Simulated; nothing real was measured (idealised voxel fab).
This section sets out a process module, namely voxel capacitor over wiring.
FYI the section here is cut, 195 nm wide, cells are 5 nm squares.
A cross-section is a grid of square cells, given in bands from the top down. A band is one or more rows of cells. This entry defines a band. It first specifies the height of the band's top and the height of its bottom in nm, and then specifies the band's materials from left to right, stating each material with its width in nm. The word "full width" identifies a single material that fills the band from edge to edge, while the word "blank" identifies empty space. Basically, 0 is our baseline, since under it the wafer straight out of the box is all one material. The bottom band has no lower end and keeps on going down, so it looks like "z 0 and below". Top row gets the first number, bottom row gets the second, and each row in between changes by the same step: that is how a band width like "30->40" works. Basically "no change" means that step didn't change any cell in the cross-section. "Sealed void listing": sealed empty spaces, 8 cells or more, no open way to top, listed width x height at distance, with distance from the left edge and width, height and distance in nm. Note: text after step settings on the step line = simulator remark on that step. "overlay nm" answers the question of how far to the right of plan the mask lay on a step that has a mask, and when it is negative the answer is to the left.

# Here's what the planned process steps look like
1,RECEIVE: material Si
2,CONFORMAL_DEP: material SiO2, thk nm 15
3,DIRECTIONAL_DEP: material TiN, thk nm 5
4,DIRECTIONAL_DEP: material W, thk nm 15
5,DIRECTIONAL_DEP: material aC, thk nm 15
6,PATTERN: tone cover, mask id METAL_1, material resist, width nm 20, pitch nm 75, thk nm 35, overlay nm 0
7,DIRECTIONAL_ETCH: etch materials aC, depth nm 15
8,STRIP: etch materials resist
9,DIRECTIONAL_ETCH: etch materials W, depth nm 15
10,DIRECTIONAL_ETCH: etch materials TiN, depth nm 5
11,STRIP: etch materials aC
12,CONFORMAL_DEP: material SiCN, thk nm 5
13,FILL_DEP: material lowk, thk nm 5
14,CMP: height nm 35
15,CONFORMAL_DEP: material SiCN, thk nm 5
16,DIRECTIONAL_DEP: material lowk, thk nm 10
17,DIRECTIONAL_DEP: material aC, thk nm 15
18,PATTERN: tone open, mask id PLUG_1, material resist, width nm 15, thk nm 35, overlay nm -15
19,DIRECTIONAL_ETCH: etch materials aC, depth nm 15
20,STRIP: etch materials resist
21,DIRECTIONAL_ETCH: etch materials lowk, depth nm 10
22,DIRECTIONAL_ETCH: etch materials SiCN, depth nm 5
23,STRIP: etch materials aC
24,EPI: material Ru, thk nm 10
25,EPI: material Ru, thk nm 5
26,DIRECTIONAL_DEP: material TiN, thk nm 5
27,DIRECTIONAL_DEP: material Al2O3, thk nm 5
28,DIRECTIONAL_DEP: material TiN, thk nm 10
29,MASKED_ETCH: tone cover, mask id UPPER_PLATE, width nm 60, etch materials TiN, depth nm 10, overlay nm 0
30,MASKED_ETCH: tone cover, mask id UPPER_PLATE, width nm 60, etch materials Al2O3, depth nm 5, overlay nm 0
31,DIRECTIONAL_DEP: material aC, thk nm 15
32,PATTERN: tone cover, mask id LOWER_PLATE, material resist, width nm 70, thk nm 30, overlay nm 0
33,DIRECTIONAL_ETCH: etch materials aC, depth nm 15
34,STRIP: etch materials resist
35,DIRECTIONAL_ETCH: etch materials TiN, depth nm 5
36,STRIP: etch materials aC
37,FILL_DEP: material SiO2, thk nm 20
38,CMP: height nm 85
39,MASKED_ETCH: tone open, mask id PLUG_2, width nm 15, etch materials SiO2, depth nm 15, overlay nm 0
40,CONFORMAL_DEP: material TiN, thk nm 5
41,FILL_DEP: material Cu, thk nm 5
42,CMP: height nm 85
43,CONFORMAL_DEP: material SiCN, thk nm 5
The plan shows the overlay nm of step 18 as the first wafer had it; this setting differs between the wafers, which start out alike.

# This is how the first of several wafers looked in cross-section when it arrived, which is after step 1
* z 0 and below  Si full width
* Sealed void listing: none

# Below: a row per wafer. Contents at end of module: for every material, cells gained since receipt (+) or lost since receipt (-); then closed voids
overlay nm -15, +12 Al2O3, +2 Cu, +9 Ru, +118 SiCN, +331 SiO2, +53 TiN, +24 W, +153 lowk, Sealed void listing: none
overlay nm -10, +12 Al2O3, +2 Cu, +9 Ru, +118 SiCN, +331 SiO2, +53 TiN, +24 W, +153 lowk, Sealed void listing: none
overlay nm -5, +12 Al2O3, +2 Cu, +9 Ru, +118 SiCN, +331 SiO2, +53 TiN, +24 W, +153 lowk, Sealed void listing: none
overlay nm 0, +12 Al2O3, +2 Cu, +9 Ru, +118 SiCN, +331 SiO2, +53 TiN, +24 W, +153 lowk, Sealed void listing: none
overlay nm 5, +12 Al2O3, +2 Cu, +9 Ru, +118 SiCN, +331 SiO2, +53 TiN, +24 W, +153 lowk, Sealed void listing: none
overlay nm 10, +12 Al2O3, +2 Cu, +9 Ru, +118 SiCN, +331 SiO2, +53 TiN, +24 W, +153 lowk, Sealed void listing: none
overlay nm 15, +12 Al2O3, +2 Cu, +118 SiCN, +340 SiO2, +53 TiN, +24 W, +153 lowk, Sealed void listing: none
